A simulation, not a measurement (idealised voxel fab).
process module | voxel gate over fins
cross-section cut | 265 nm wide | cells 5 nm
A cross-section is a grid of square cells, given in bands from the top down. A band is one or more rows of cells.
Each band's line starts with the height of the band's top and of its bottom, in nm. Then come its materials from left to right, each with its width in nm. One material with "throughout" fills the band from edge to edge. "air" is empty space.
Height 0 is the level under which the wafer as received is all one material. The lowest band goes on downwards, as in "0 down".
A width such as "30 to 40" changes by the same amount from each row of cells to the next, from the band's top row to its bottom row.
"no change" after a step means that no cell of the cross-section changed.
closed voids: empty space of 8 cells or more with no open way to the top, each as width x height at its distance from the left edge, in nm
after a step's settings: what the simulator itself notes on the step
overlay nm, on a step with a mask: how far to the right of its planned place the mask lay; to the left if negative
Each pair below shows a cross-section before one step and the cross-section after it, down to the lowest band that changed. The line under each pair gives the step between them, with its settings. The pairs can come from different runs of this module on the same starting wafer, so a pair continues from the pair above only where its "before" says so.
before
  0 down: Si throughout
  closed voids: none
after
  5 to 0: SiN throughout
  below 0: unchanged
  closed voids: none
the step between: op CONFORMAL_DEP | material SiN | thk nm 5
before: the cross-section after the pair above
after
  15 to 5: aC throughout
  below 5: unchanged
  closed voids: none
the step between: op DIRECTIONAL_DEP | material aC | thk nm 10
before: the cross-section after the pair above
after
  45 to 15: air 105 | resist 15 | air 25 | resist 15 | air 105
  below 15: unchanged
  closed voids: none
the step between: op PATTERN | tone cover | mask id FINS | material resist | width nm 15 | pitch nm 40 | thk nm 30 | overlay nm 0
before: the cross-section after the pair above
after
  35 to 15: air 105 | resist 15 | air 25 | resist 15 | air 105
  15 to 5: air 105 | aC 15 | air 25 | aC 15 | air 105
  below 5: unchanged
  closed voids: none
the step between: op DIRECTIONAL_ETCH | etch materials aC | depth nm 10
before: the cross-section after the pair above
after
  15 to 5: air 105 | aC 15 | air 25 | aC 15 | air 105
  below 5: unchanged
  closed voids: none
the step between: op STRIP | etch materials resist
before: the cross-section after the pair above
after
  15 to 5: air 105 | aC 15 | air 25 | aC 15 | air 105
  5 to 0: air 105 | SiN 15 | air 25 | SiN 15 | air 105
  below 0: unchanged
  closed voids: none
the step between: op DIRECTIONAL_ETCH | etch materials SiN | depth nm 5
before: the cross-section after the pair above
after
  15 to 5: air 105 | aC 15 | air 25 | aC 15 | air 105
  5 to 0: air 105 | SiN 15 | air 25 | SiN 15 | air 105
  0 to -30: air 105 | Si 15 | air 25 | Si 15 | air 105
  below -30: unchanged
  closed voids: none
the step between: op DIRECTIONAL_ETCH | etch materials Si | depth nm 30
before: the cross-section after the pair above
after
  5 to 0: air 105 | SiN 15 | air 25 | SiN 15 | air 105
  below 0: unchanged
  closed voids: none
the step between: op STRIP | etch materials aC
before: the cross-section after the pair above
after
  5 to 0: air 105 | SiN 15 | air 25 | SiN 15 | air 105
  0 to -30: air 105 | SiO2 5 | Si 5 | SiO2 5 | air 25 | SiO2 5 | Si 5 | SiO2 5 | air 105
  -30 to -35: SiO2 110 | Si 5 | SiO2 35 | Si 5 | SiO2 110
  below -35: unchanged
  closed voids: none
the step between: op OXIDIZE | depth nm 5
before: the cross-section after the pair above
after
  20 to 5: SiO2 throughout
  5 to 0: SiO2 105 | SiN 15 | SiO2 25 | SiN 15 | SiO2 105
  0 to -35: SiO2 110 | Si 5 | SiO2 35 | Si 5 | SiO2 110
  below -35: unchanged
  closed voids: none
the step between: op FILL_DEP | material SiO2 | thk nm 15
before: the cross-section after the pair above
after
  5 to 0: SiO2 105 | SiN 15 | SiO2 25 | SiN 15 | SiO2 105
  below 0: unchanged
  closed voids: none
the step between: op CMP | height nm 5
before: the cross-section after the pair above
after
  5 to 0: air 105 | SiN 15 | air 25 | SiN 15 | air 105
  0 to -15: air 110 | Si 5 | air 35 | Si 5 | air 110
  below -15: unchanged
  closed voids: none
the step between: op SELECTIVE_ETCH | etch materials SiO2 | depth nm 20
before: the cross-section after the pair above
after
  0 to -15: air 110 | Si 5 | air 35 | Si 5 | air 110
  below -15: unchanged
  closed voids: none
the step between: op STRIP | etch materials SiN
before: the cross-section after the pair above
after
  5 to 0: air 105 | HfO2 15 | air 25 | HfO2 15 | air 105
  0 to -10: air 105 | HfO2 5 | Si 5 | HfO2 5 | air 25 | HfO2 5 | Si 5 | HfO2 5 | air 105
  -10 to -15: HfO2 110 | Si 5 | HfO2 35 | Si 5 | HfO2 110
  below -15: unchanged
  closed voids: none
the step between: op CONFORMAL_DEP | material HfO2 | thk nm 5
before: the cross-section after the pair above
after
  10 to 5: air 100 | TiN 25 | air 15 | TiN 25 | air 100
  5 to 0: air 100 | TiN 5 | HfO2 15 | TiN 5 | air 15 | TiN 5 | HfO2 15 | TiN 5 | air 100
  0 to -5: air 100 | TiN 5 | HfO2 5 | Si 5 | HfO2 5 | TiN 5 | air 15 | TiN 5 | HfO2 5 | Si 5 | HfO2 5 | TiN 5 | air 100
  -5 to -10: TiN 105 | HfO2 5 | Si 5 | HfO2 5 | TiN 25 | HfO2 5 | Si 5 | HfO2 5 | TiN 105
  below -10: unchanged
  closed voids: none
the step between: op CONFORMAL_DEP | material TiN | thk nm 5
before: the cross-section after the pair above
after
  25 to 10: W throughout
  10 to 5: W 100 | TiN 25 | W 15 | TiN 25 | W 100
  5 to 0: W 100 | TiN 5 | HfO2 15 | TiN 5 | W 15 | TiN 5 | HfO2 15 | TiN 5 | W 100
  0 to -5: W 100 | TiN 5 | HfO2 5 | Si 5 | HfO2 5 | TiN 5 | W 15 | TiN 5 | HfO2 5 | Si 5 | HfO2 5 | TiN 5 | W 100
  below -5: unchanged
  closed voids: none
the step between: op FILL_DEP | material W | thk nm 15
before: the cross-section after the pair above
after
  20 to 10: W throughout
  below 10: unchanged
  closed voids: none
the step between: op CMP | height nm 20
before: the cross-section after the pair above
after
  30 to 20: SiN throughout
  below 20: unchanged
  closed voids: none
the step between: op CONFORMAL_DEP | material SiN | thk nm 10
before
  20 to 5: SiO2 throughout
  5 to 0: SiO2 105 | SiN 15 | SiO2 25 | SiN 15 | SiO2 105
  0 to -35: SiO2 110 | Si 5 | SiO2 35 | Si 5 | SiO2 110
  -35 down: Si throughout
  closed voids: none
after
  5 to 0: air 105 | SiN 15 | air 25 | SiN 15 | air 105
  below 0: unchanged
  closed voids: none
the step between: op SELECTIVE_ETCH | etch materials SiO2 | depth nm 20
before: the cross-section after the pair above
after
  0 to -35: SiO2 110 | Si 5 | SiO2 35 | Si 5 | SiO2 110
  below -35: unchanged
  closed voids: none
the step between: op STRIP | etch materials SiN
before: the cross-section after the pair above
after
  5 to 0: HfO2 throughout
  below 0: unchanged
  closed voids: none
the step between: op CONFORMAL_DEP | material HfO2 | thk nm 5
before: the cross-section after the pair above
after
  10 to 5: TiN throughout
  below 5: unchanged
  closed voids: none
the step between: op CONFORMAL_DEP | material TiN | thk nm 5
before: the cross-section after the pair above
after
  25 to 10: W throughout
  below 10: unchanged
  closed voids: none
the step between: op FILL_DEP | material W | thk nm 15
before: the cross-section after the pair above
after
  20 to 10: W throughout
  below 10: unchanged
  closed voids: none
the step between: op CMP | height nm 20
before: the cross-section after the pair above
after
  30 to 20: SiN throughout
  below 20: unchanged
  closed voids: none
the step between: op CONFORMAL_DEP | material SiN | thk nm 10
before
  15 to 5: air 105 | aC 15 | air 25 | aC 15 | air 105
  5 to 0: air 105 | SiN 15 | air 25 | SiN 15 | air 105
  0 to -30: air 105 | Si 15 | air 25 | Si 15 | air 105
  -30 down: Si throughout
  closed voids: none
after
  15 to 5: air 105 | aC 15 | air 25 | aC 15 | air 105
  5 to 0: air 105 | SiN 15 | air 25 | SiN 15 | air 105
  0 to -60: air 105 | Si 15 | air 25 | Si 15 | air 105
  below -60: unchanged
  closed voids: none
the step between: op DIRECTIONAL_ETCH | etch materials Si | depth nm 30
before: the cross-section after the pair above
after
  5 to 0: air 105 | SiN 15 | air 25 | SiN 15 | air 105
  below 0: unchanged
  closed voids: none
the step between: op STRIP | etch materials aC
before: the cross-section after the pair above
after
  5 to 0: air 105 | SiN 15 | air 25 | SiN 15 | air 105
  0 to -60: air 105 | SiO2 5 | Si 5 | SiO2 5 | air 25 | SiO2 5 | Si 5 | SiO2 5 | air 105
  -60 to -65: SiO2 110 | Si 5 | SiO2 35 | Si 5 | SiO2 110
  below -65: unchanged
  closed voids: none
the step between: op OXIDIZE | depth nm 5
before: the cross-section after the pair above
after
  20 to 5: SiO2 throughout
  5 to 0: SiO2 105 | SiN 15 | SiO2 25 | SiN 15 | SiO2 105
  0 to -65: SiO2 110 | Si 5 | SiO2 35 | Si 5 | SiO2 110
  below -65: unchanged
  closed voids: none
the step between: op FILL_DEP | material SiO2 | thk nm 15
before: the cross-section after the pair above
after
  5 to 0: SiO2 105 | SiN 15 | SiO2 25 | SiN 15 | SiO2 105
  below 0: unchanged
  closed voids: none
the step between: op CMP | height nm 5
before: the cross-section after the pair above
after
  5 to 0: air 105 | SiN 15 | air 25 | SiN 15 | air 105
  0 to -15: air 110 | Si 5 | air 35 | Si 5 | air 110
  below -15: unchanged
  closed voids: none
the step between: op SELECTIVE_ETCH | etch materials SiO2 | depth nm 20
before: the cross-section after the pair above
after
  0 to -15: air 110 | Si 5 | air 35 | Si 5 | air 110
  below -15: unchanged
  closed voids: none
the step between: op STRIP | etch materials SiN
before: the cross-section after the pair above
after
  5 to 0: air 105 | HfO2 15 | air 25 | HfO2 15 | air 105
  0 to -10: air 105 | HfO2 5 | Si 5 | HfO2 5 | air 25 | HfO2 5 | Si 5 | HfO2 5 | air 105
  -10 to -15: HfO2 110 | Si 5 | HfO2 35 | Si 5 | HfO2 110
  below -15: unchanged
  closed voids: none
the step between: op CONFORMAL_DEP | material HfO2 | thk nm 5
before: the cross-section after the pair above
after
  10 to 5: air 100 | TiN 25 | air 15 | TiN 25 | air 100
  5 to 0: air 100 | TiN 5 | HfO2 15 | TiN 5 | air 15 | TiN 5 | HfO2 15 | TiN 5 | air 100
  0 to -5: air 100 | TiN 5 | HfO2 5 | Si 5 | HfO2 5 | TiN 5 | air 15 | TiN 5 | HfO2 5 | Si 5 | HfO2 5 | TiN 5 | air 100
  -5 to -10: TiN 105 | HfO2 5 | Si 5 | HfO2 5 | TiN 25 | HfO2 5 | Si 5 | HfO2 5 | TiN 105
  below -10: unchanged
  closed voids: none
the step between: op CONFORMAL_DEP | material TiN | thk nm 5
before: the cross-section after the pair above
after
  25 to 10: W throughout
  10 to 5: W 100 | TiN 25 | W 15 | TiN 25 | W 100
  5 to 0: W 100 | TiN 5 | HfO2 15 | TiN 5 | W 15 | TiN 5 | HfO2 15 | TiN 5 | W 100
  0 to -5: W 100 | TiN 5 | HfO2 5 | Si 5 | HfO2 5 | TiN 5 | W 15 | TiN 5 | HfO2 5 | Si 5 | HfO2 5 | TiN 5 | W 100
  below -5: unchanged
  closed voids: none
the step between: op FILL_DEP | material W | thk nm 15
before: the cross-section after the pair above
after
  20 to 10: W throughout
  below 10: unchanged
  closed voids: none
the step between: op CMP | height nm 20
before: the cross-section after the pair above
after
  30 to 20: SiN throughout
  below 20: unchanged
  closed voids: none
the step between: op CONFORMAL_DEP | material SiN | thk nm 10
before
  5 to 0: SiO2 105 | SiN 15 | SiO2 25 | SiN 15 | SiO2 105
  0 to -35: SiO2 110 | Si 5 | SiO2 35 | Si 5 | SiO2 110
  -35 down: Si throughout
  closed voids: none
after
  5 to 0: SiO2 105 | air 15 | SiO2 25 | air 15 | SiO2 105
  below 0: unchanged
  closed voids: none
the step between: op STRIP | etch materials SiN
before: the cross-section after the pair above
after
  0 to -15: air 110 | Si 5 | air 35 | Si 5 | air 110
  -15 to -20: SiO2 85 | air 25 | Si 5 | air 35 | Si 5 | air 25 | SiO2 85
  below -20: unchanged
  closed voids: none
the step between: op SELECTIVE_ETCH | etch materials SiO2 | depth nm 20
before: the cross-section after the pair above
after
  5 to 0: air 105 | HfO2 15 | air 25 | HfO2 15 | air 105
  0 to -10: air 105 | HfO2 5 | Si 5 | HfO2 5 | air 25 | HfO2 5 | Si 5 | HfO2 5 | air 105
  -10 to -15: HfO2 90 | air 15 | HfO2 5 | Si 5 | HfO2 5 | air 25 | HfO2 5 | Si 5 | HfO2 5 | air 15 | HfO2 90
  -15 to -20: SiO2 85 | HfO2 25 | Si 5 | HfO2 35 | Si 5 | HfO2 25 | SiO2 85
  below -20: unchanged
  closed voids: none
the step between: op CONFORMAL_DEP | material HfO2 | thk nm 5
before: the cross-section after the pair above
after
  10 to 5: air 100 | TiN 25 | air 15 | TiN 25 | air 100
  5 to 0: air 100 | TiN 5 | HfO2 15 | TiN 5 | air 15 | TiN 5 | HfO2 15 | TiN 5 | air 100
  0 to -5: air 100 | TiN 5 | HfO2 5 | Si 5 | HfO2 5 | TiN 5 | air 15 | TiN 5 | HfO2 5 | Si 5 | HfO2 5 | TiN 5 | air 100
  -5 to -10: TiN 95 | air 5 | TiN 5 | HfO2 5 | Si 5 | HfO2 5 | TiN 5 | air 15 | TiN 5 | HfO2 5 | Si 5 | HfO2 5 | TiN 5 | air 5 | TiN 95
  -10 to -15: HfO2 90 | TiN 15 | HfO2 5 | Si 5 | HfO2 5 | TiN 25 | HfO2 5 | Si 5 | HfO2 5 | TiN 15 | HfO2 90
  below -15: unchanged
  closed voids: none
the step between: op CONFORMAL_DEP | material TiN | thk nm 5
before: the cross-section after the pair above
after
  25 to 10: W throughout
  10 to 5: W 100 | TiN 25 | W 15 | TiN 25 | W 100
  5 to 0: W 100 | TiN 5 | HfO2 15 | TiN 5 | W 15 | TiN 5 | HfO2 15 | TiN 5 | W 100
  0 to -5: W 100 | TiN 5 | HfO2 5 | Si 5 | HfO2 5 | TiN 5 | W 15 | TiN 5 | HfO2 5 | Si 5 | HfO2 5 | TiN 5 | W 100
  -5 to -10: TiN 95 | W 5 | TiN 5 | HfO2 5 | Si 5 | HfO2 5 | TiN 5 | W 15 | TiN 5 | HfO2 5 | Si 5 | HfO2 5 | TiN 5 | W 5 | TiN 95
  below -10: unchanged
  closed voids: none
the step between: op FILL_DEP | material W | thk nm 15
before: the cross-section after the pair above
after
  20 to 10: W throughout
  below 10: unchanged
  closed voids: none
the step between: op CMP | height nm 20
before: the cross-section after the pair above
after
  30 to 20: SiN throughout
  below 20: unchanged
  closed voids: none
the step between: op CONFORMAL_DEP | material SiN | thk nm 10
before
  20 to 10: W throughout
  10 to 5: W 100 | TiN 25 | W 15 | TiN 25 | W 100
  5 to 0: W 100 | TiN 5 | HfO2 15 | TiN 5 | W 15 | TiN 5 | HfO2 15 | TiN 5 | W 100
  0 to -5: W 100 | TiN 5 | HfO2 5 | Si 5 | HfO2 5 | TiN 5 | W 15 | TiN 5 | HfO2 5 | Si 5 | HfO2 5 | TiN 5 | W 100
  -5 to -10: TiN 105 | HfO2 5 | Si 5 | HfO2 5 | TiN 25 | HfO2 5 | Si 5 | HfO2 5 | TiN 105
  -10 to -15: HfO2 110 | Si 5 | HfO2 35 | Si 5 | HfO2 110
  -15 to -35: SiO2 110 | Si 5 | SiO2 35 | Si 5 | SiO2 110
  -35 down: Si throughout
  closed voids: none
after
  35 to 20: SiN throughout
  below 20: unchanged
  closed voids: none
the step between: op CONFORMAL_DEP | material SiN | thk nm 15
before
  15 to 5: aC throughout
  5 to 0: SiN throughout
  0 down: Si throughout
  closed voids: none
after
  45 to 15: air 100 | resist 25 | air 15 | resist 25 | air 100
  below 15: unchanged
  closed voids: none
the step between: op PATTERN | tone cover | mask id FINS | material resist | width nm 25 | pitch nm 40 | thk nm 30 | overlay nm 0
before: the cross-section after the pair above
after
  35 to 15: air 100 | resist 25 | air 15 | resist 25 | air 100
  15 to 5: air 100 | aC 25 | air 15 | aC 25 | air 100
  below 5: unchanged
  closed voids: none
the step between: op DIRECTIONAL_ETCH | etch materials aC | depth nm 10
before: the cross-section after the pair above
after
  15 to 5: air 100 | aC 25 | air 15 | aC 25 | air 100
  below 5: unchanged
  closed voids: none
the step between: op STRIP | etch materials resist
before: the cross-section after the pair above
after
  15 to 5: air 100 | aC 25 | air 15 | aC 25 | air 100
  5 to 0: air 100 | SiN 25 | air 15 | SiN 25 | air 100
  below 0: unchanged
  closed voids: none
the step between: op DIRECTIONAL_ETCH | etch materials SiN | depth nm 5
before: the cross-section after the pair above
after
  15 to 5: air 100 | aC 25 | air 15 | aC 25 | air 100
  5 to 0: air 100 | SiN 25 | air 15 | SiN 25 | air 100
  0 to -30: air 100 | Si 25 | air 15 | Si 25 | air 100
  below -30: unchanged
  closed voids: none
the step between: op DIRECTIONAL_ETCH | etch materials Si | depth nm 30
before: the cross-section after the pair above
after
  5 to 0: air 100 | SiN 25 | air 15 | SiN 25 | air 100
  below 0: unchanged
  closed voids: none
the step between: op STRIP | etch materials aC
before: the cross-section after the pair above
after
  5 to 0: air 100 | SiN 25 | air 15 | SiN 25 | air 100
  0 to -30: air 100 | SiO2 5 | Si 15 | SiO2 5 | air 15 | SiO2 5 | Si 15 | SiO2 5 | air 100
  -30 to -35: SiO2 105 | Si 15 | SiO2 25 | Si 15 | SiO2 105
  below -35: unchanged
  closed voids: none
the step between: op OXIDIZE | depth nm 5
before: the cross-section after the pair above
after
  20 to 5: SiO2 throughout
  5 to 0: SiO2 100 | SiN 25 | SiO2 15 | SiN 25 | SiO2 100
  0 to -35: SiO2 105 | Si 15 | SiO2 25 | Si 15 | SiO2 105
  below -35: unchanged
  closed voids: none
the step between: op FILL_DEP | material SiO2 | thk nm 15
before: the cross-section after the pair above
after
  5 to 0: SiO2 100 | SiN 25 | SiO2 15 | SiN 25 | SiO2 100
  below 0: unchanged
  closed voids: none
the step between: op CMP | height nm 5
before: the cross-section after the pair above
after
  5 to 0: air 100 | SiN 25 | air 15 | SiN 25 | air 100
  0 to -15: air 105 | Si 15 | air 25 | Si 15 | air 105
  below -15: unchanged
  closed voids: none
the step between: op SELECTIVE_ETCH | etch materials SiO2 | depth nm 20
before: the cross-section after the pair above
after
  0 to -15: air 105 | Si 15 | air 25 | Si 15 | air 105
  below -15: unchanged
  closed voids: none
the step between: op STRIP | etch materials SiN
before: the cross-section after the pair above
after
  5 to 0: air 100 | HfO2 25 | air 15 | HfO2 25 | air 100
  0 to -10: air 100 | HfO2 5 | Si 15 | HfO2 5 | air 15 | HfO2 5 | Si 15 | HfO2 5 | air 100
  -10 to -15: HfO2 105 | Si 15 | HfO2 25 | Si 15 | HfO2 105
  below -15: unchanged
  closed voids: none
the step between: op CONFORMAL_DEP | material HfO2 | thk nm 5
before: the cross-section after the pair above
after
  10 to 5: air 95 | TiN 35 | air 5 | TiN 35 | air 95
  5 to 0: air 95 | TiN 5 | HfO2 25 | TiN 5 | air 5 | TiN 5 | HfO2 25 | TiN 5 | air 95
  0 to -5: air 95 | TiN 5 | HfO2 5 | Si 15 | HfO2 5 | TiN 5 | air 5 | TiN 5 | HfO2 5 | Si 15 | HfO2 5 | TiN 5 | air 95
  -5 to -10: TiN 100 | HfO2 5 | Si 15 | HfO2 5 | TiN 15 | HfO2 5 | Si 15 | HfO2 5 | TiN 100
  below -10: unchanged
  closed voids: none
the step between: op CONFORMAL_DEP | material TiN | thk nm 5
before: the cross-section after the pair above
after
  25 to 10: W throughout
  10 to 5: W 95 | TiN 35 | W 5 | TiN 35 | W 95
  5 to 0: W 95 | TiN 5 | HfO2 25 | TiN 5 | W 5 | TiN 5 | HfO2 25 | TiN 5 | W 95
  0 to -5: W 95 | TiN 5 | HfO2 5 | Si 15 | HfO2 5 | TiN 5 | W 5 | TiN 5 | HfO2 5 | Si 15 | HfO2 5 | TiN 5 | W 95
  below -5: unchanged
  closed voids: none
the step between: op FILL_DEP | material W | thk nm 15
before: the cross-section after the pair above
after
  20 to 10: W throughout
  below 10: unchanged
  closed voids: none
the step between: op CMP | height nm 20
before: the cross-section after the pair above
after
  30 to 20: SiN throughout
  below 20: unchanged
  closed voids: none
the step between: op CONFORMAL_DEP | material SiN | thk nm 10
before
  15 to 5: aC throughout
  5 to 0: SiN throughout
  0 down: Si throughout
  closed voids: none
after
  45 to 15: air 115 | resist 15 | air 25 | resist 15 | air 95
  below 15: unchanged
  closed voids: none
the step between: op PATTERN | tone cover | mask id FINS | material resist | width nm 15 | pitch nm 40 | thk nm 30 | overlay nm 10
before: the cross-section after the pair above
after
  35 to 15: air 115 | resist 15 | air 25 | resist 15 | air 95
  15 to 5: air 115 | aC 15 | air 25 | aC 15 | air 95
  below 5: unchanged
  closed voids: none
the step between: op DIRECTIONAL_ETCH | etch materials aC | depth nm 10
before: the cross-section after the pair above
after
  15 to 5: air 115 | aC 15 | air 25 | aC 15 | air 95
  below 5: unchanged
  closed voids: none
the step between: op STRIP | etch materials resist
before: the cross-section after the pair above
after
  15 to 5: air 115 | aC 15 | air 25 | aC 15 | air 95
  5 to 0: air 115 | SiN 15 | air 25 | SiN 15 | air 95
  below 0: unchanged
  closed voids: none
the step between: op DIRECTIONAL_ETCH | etch materials SiN | depth nm 5
before: the cross-section after the pair above
after
  15 to 5: air 115 | aC 15 | air 25 | aC 15 | air 95
  5 to 0: air 115 | SiN 15 | air 25 | SiN 15 | air 95
  0 to -30: air 115 | Si 15 | air 25 | Si 15 | air 95
  below -30: unchanged
  closed voids: none
the step between: op DIRECTIONAL_ETCH | etch materials Si | depth nm 30
before: the cross-section after the pair above
after
  5 to 0: air 115 | SiN 15 | air 25 | SiN 15 | air 95
  below 0: unchanged
  closed voids: none
the step between: op STRIP | etch materials aC
before: the cross-section after the pair above
after
  5 to 0: air 115 | SiN 15 | air 25 | SiN 15 | air 95
  0 to -30: air 115 | SiO2 5 | Si 5 | SiO2 5 | air 25 | SiO2 5 | Si 5 | SiO2 5 | air 95
  -30 to -35: SiO2 120 | Si 5 | SiO2 35 | Si 5 | SiO2 100
  below -35: unchanged
  closed voids: none
the step between: op OXIDIZE | depth nm 5
before: the cross-section after the pair above
after
  20 to 5: SiO2 throughout
  5 to 0: SiO2 115 | SiN 15 | SiO2 25 | SiN 15 | SiO2 95
  0 to -35: SiO2 120 | Si 5 | SiO2 35 | Si 5 | SiO2 100
  below -35: unchanged
  closed voids: none
the step between: op FILL_DEP | material SiO2 | thk nm 15
before: the cross-section after the pair above
after
  5 to 0: SiO2 115 | SiN 15 | SiO2 25 | SiN 15 | SiO2 95
  below 0: unchanged
  closed voids: none
the step between: op CMP | height nm 5
before: the cross-section after the pair above
after
  5 to 0: air 115 | SiN 15 | air 25 | SiN 15 | air 95
  0 to -15: air 120 | Si 5 | air 35 | Si 5 | air 100
  below -15: unchanged
  closed voids: none
the step between: op SELECTIVE_ETCH | etch materials SiO2 | depth nm 20
before: the cross-section after the pair above
after
  0 to -15: air 120 | Si 5 | air 35 | Si 5 | air 100
  below -15: unchanged
  closed voids: none
the step between: op STRIP | etch materials SiN
before: the cross-section after the pair above
after
  5 to 0: air 115 | HfO2 15 | air 25 | HfO2 15 | air 95
  0 to -10: air 115 | HfO2 5 | Si 5 | HfO2 5 | air 25 | HfO2 5 | Si 5 | HfO2 5 | air 95
  -10 to -15: HfO2 120 | Si 5 | HfO2 35 | Si 5 | HfO2 100
  below -15: unchanged
  closed voids: none
the step between: op CONFORMAL_DEP | material HfO2 | thk nm 5
before: the cross-section after the pair above
after
  10 to 5: air 110 | TiN 25 | air 15 | TiN 25 | air 90
  5 to 0: air 110 | TiN 5 | HfO2 15 | TiN 5 | air 15 | TiN 5 | HfO2 15 | TiN 5 | air 90
  0 to -5: air 110 | TiN 5 | HfO2 5 | Si 5 | HfO2 5 | TiN 5 | air 15 | TiN 5 | HfO2 5 | Si 5 | HfO2 5 | TiN 5 | air 90
  -5 to -10: TiN 115 | HfO2 5 | Si 5 | HfO2 5 | TiN 25 | HfO2 5 | Si 5 | HfO2 5 | TiN 95
  below -10: unchanged
  closed voids: none
the step between: op CONFORMAL_DEP | material TiN | thk nm 5
before: the cross-section after the pair above
after
  25 to 10: W throughout
  10 to 5: W 110 | TiN 25 | W 15 | TiN 25 | W 90
  5 to 0: W 110 | TiN 5 | HfO2 15 | TiN 5 | W 15 | TiN 5 | HfO2 15 | TiN 5 | W 90
  0 to -5: W 110 | TiN 5 | HfO2 5 | Si 5 | HfO2 5 | TiN 5 | W 15 | TiN 5 | HfO2 5 | Si 5 | HfO2 5 | TiN 5 | W 90
  below -5: unchanged
  closed voids: none
the step between: op FILL_DEP | material W | thk nm 15
before: the cross-section after the pair above
after
  20 to 10: W throughout
  below 10: unchanged
  closed voids: none
the step between: op CMP | height nm 20
before: the cross-section after the pair above
after
  30 to 20: SiN throughout
  below 20: unchanged
  closed voids: none
the step between: op CONFORMAL_DEP | material SiN | thk nm 10
before
  5 to 0: air 105 | SiN 15 | air 25 | SiN 15 | air 105
  0 to -30: air 105 | SiO2 5 | Si 5 | SiO2 5 | air 25 | SiO2 5 | Si 5 | SiO2 5 | air 105
  -30 to -35: SiO2 110 | Si 5 | SiO2 35 | Si 5 | SiO2 110
  -35 down: Si throughout
  closed voids: none
after
  20 to 0: SiN throughout
  0 to -30: SiN 105 | SiO2 5 | Si 5 | SiO2 5 | SiN 25 | SiO2 5 | Si 5 | SiO2 5 | SiN 105
  below -30: unchanged
  closed voids: none
the step between: op FILL_DEP | material SiN | thk nm 15
before: the cross-section after the pair above
after
  5 to 0: SiN throughout
  below 0: unchanged
  closed voids: none
the step between: op CMP | height nm 5
before: the cross-section after the pair above
after
  0 to -30: air 105 | SiO2 5 | Si 5 | SiO2 5 | air 25 | SiO2 5 | Si 5 | SiO2 5 | air 105
  below -30: unchanged
  closed voids: none
the step between: op STRIP | etch materials SiN
before: the cross-section after the pair above
after
  5 to 0: air 100 | HfO2 25 | air 15 | HfO2 25 | air 100
  0 to -25: air 100 | HfO2 5 | SiO2 5 | Si 5 | SiO2 5 | HfO2 5 | air 15 | HfO2 5 | SiO2 5 | Si 5 | SiO2 5 | HfO2 5 | air 100
  -25 to -30: HfO2 105 | SiO2 5 | Si 5 | SiO2 5 | HfO2 25 | SiO2 5 | Si 5 | SiO2 5 | HfO2 105
  below -30: unchanged
  closed voids: none
the step between: op CONFORMAL_DEP | material HfO2 | thk nm 5
before: the cross-section after the pair above
after
  10 to 5: air 95 | TiN 35 | air 5 | TiN 35 | air 95
  5 to 0: air 95 | TiN 5 | HfO2 25 | TiN 5 | air 5 | TiN 5 | HfO2 25 | TiN 5 | air 95
  0 to -20: air 95 | TiN 5 | HfO2 5 | SiO2 5 | Si 5 | SiO2 5 | HfO2 5 | TiN 5 | air 5 | TiN 5 | HfO2 5 | SiO2 5 | Si 5 | SiO2 5 | HfO2 5 | TiN 5 | air 95
  -20 to -25: TiN 100 | HfO2 5 | SiO2 5 | Si 5 | SiO2 5 | HfO2 5 | TiN 15 | HfO2 5 | SiO2 5 | Si 5 | SiO2 5 | HfO2 5 | TiN 100
  below -25: unchanged
  closed voids: none
the step between: op CONFORMAL_DEP | material TiN | thk nm 5
before: the cross-section after the pair above
after
  25 to 10: W throughout
  10 to 5: W 95 | TiN 35 | W 5 | TiN 35 | W 95
  5 to 0: W 95 | TiN 5 | HfO2 25 | TiN 5 | W 5 | TiN 5 | HfO2 25 | TiN 5 | W 95
  0 to -20: W 95 | TiN 5 | HfO2 5 | SiO2 5 | Si 5 | SiO2 5 | HfO2 5 | TiN 5 | W 5 | TiN 5 | HfO2 5 | SiO2 5 | Si 5 | SiO2 5 | HfO2 5 | TiN 5 | W 95
  below -20: unchanged
  closed voids: none
the step between: op FILL_DEP | material W | thk nm 15
before: the cross-section after the pair above
after
  20 to 10: W throughout
  below 10: unchanged
  closed voids: none
the step between: op CMP | height nm 20
before: the cross-section after the pair above
after
  30 to 20: SiN throughout
  below 20: unchanged
  closed voids: none
the step between: op CONFORMAL_DEP | material SiN | thk nm 10
before
  15 to 5: aC throughout
  5 to 0: SiN throughout
  0 down: Si throughout
  closed voids: none
after
  45 to 15: resist 105 | air 15 | resist 25 | air 15 | resist 105
  below 15: unchanged
  closed voids: none
the step between: op PATTERN | tone open | mask id FINS | material resist | width nm 15 | pitch nm 40 | thk nm 30 | overlay nm 0
before: the cross-section after the pair above
after
  35 to 15: resist 105 | air 15 | resist 25 | air 15 | resist 105
  15 to 5: aC 105 | air 15 | aC 25 | air 15 | aC 105
  below 5: unchanged
  closed voids: none
the step between: op DIRECTIONAL_ETCH | etch materials aC | depth nm 10
before: the cross-section after the pair above
after
  15 to 5: aC 105 | air 15 | aC 25 | air 15 | aC 105
  below 5: unchanged
  closed voids: none
the step between: op STRIP | etch materials resist
before: the cross-section after the pair above
after
  15 to 5: aC 105 | air 15 | aC 25 | air 15 | aC 105
  5 to 0: SiN 105 | air 15 | SiN 25 | air 15 | SiN 105
  below 0: unchanged
  closed voids: none
the step between: op DIRECTIONAL_ETCH | etch materials SiN | depth nm 5
before: the cross-section after the pair above
after
  15 to 5: aC 105 | air 15 | aC 25 | air 15 | aC 105
  5 to 0: SiN 105 | air 15 | SiN 25 | air 15 | SiN 105
  0 to -30: Si 105 | air 15 | Si 25 | air 15 | Si 105
  below -30: unchanged
  closed voids: none
the step between: op DIRECTIONAL_ETCH | etch materials Si | depth nm 30
before: the cross-section after the pair above
after
  5 to 0: SiN 105 | air 15 | SiN 25 | air 15 | SiN 105
  below 0: unchanged
  closed voids: none
the step between: op STRIP | etch materials aC
before: the cross-section after the pair above
after
  5 to 0: SiN 105 | air 15 | SiN 25 | air 15 | SiN 105
  0 to -30: Si 100 | SiO2 5 | air 15 | SiO2 5 | Si 15 | SiO2 5 | air 15 | SiO2 5 | Si 100
  -30 to -35: Si 100 | SiO2 25 | Si 15 | SiO2 25 | Si 100
  below -35: unchanged
  closed voids: none
the step between: op OXIDIZE | depth nm 5
before: the cross-section after the pair above
after
  20 to 5: SiO2 throughout
  5 to 0: SiN 105 | SiO2 15 | SiN 25 | SiO2 15 | SiN 105
  0 to -35: Si 100 | SiO2 25 | Si 15 | SiO2 25 | Si 100
  below -35: unchanged
  closed voids: none
the step between: op FILL_DEP | material SiO2 | thk nm 15
before: the cross-section after the pair above
after
  5 to 0: SiN 105 | SiO2 15 | SiN 25 | SiO2 15 | SiN 105
  below 0: unchanged
  closed voids: none
the step between: op CMP | height nm 5
before: the cross-section after the pair above
after
  5 to 0: SiN 105 | air 15 | SiN 25 | air 15 | SiN 105
  0 to -15: Si 100 | air 25 | Si 15 | air 25 | Si 100
  below -15: unchanged
  closed voids: none
the step between: op SELECTIVE_ETCH | etch materials SiO2 | depth nm 20
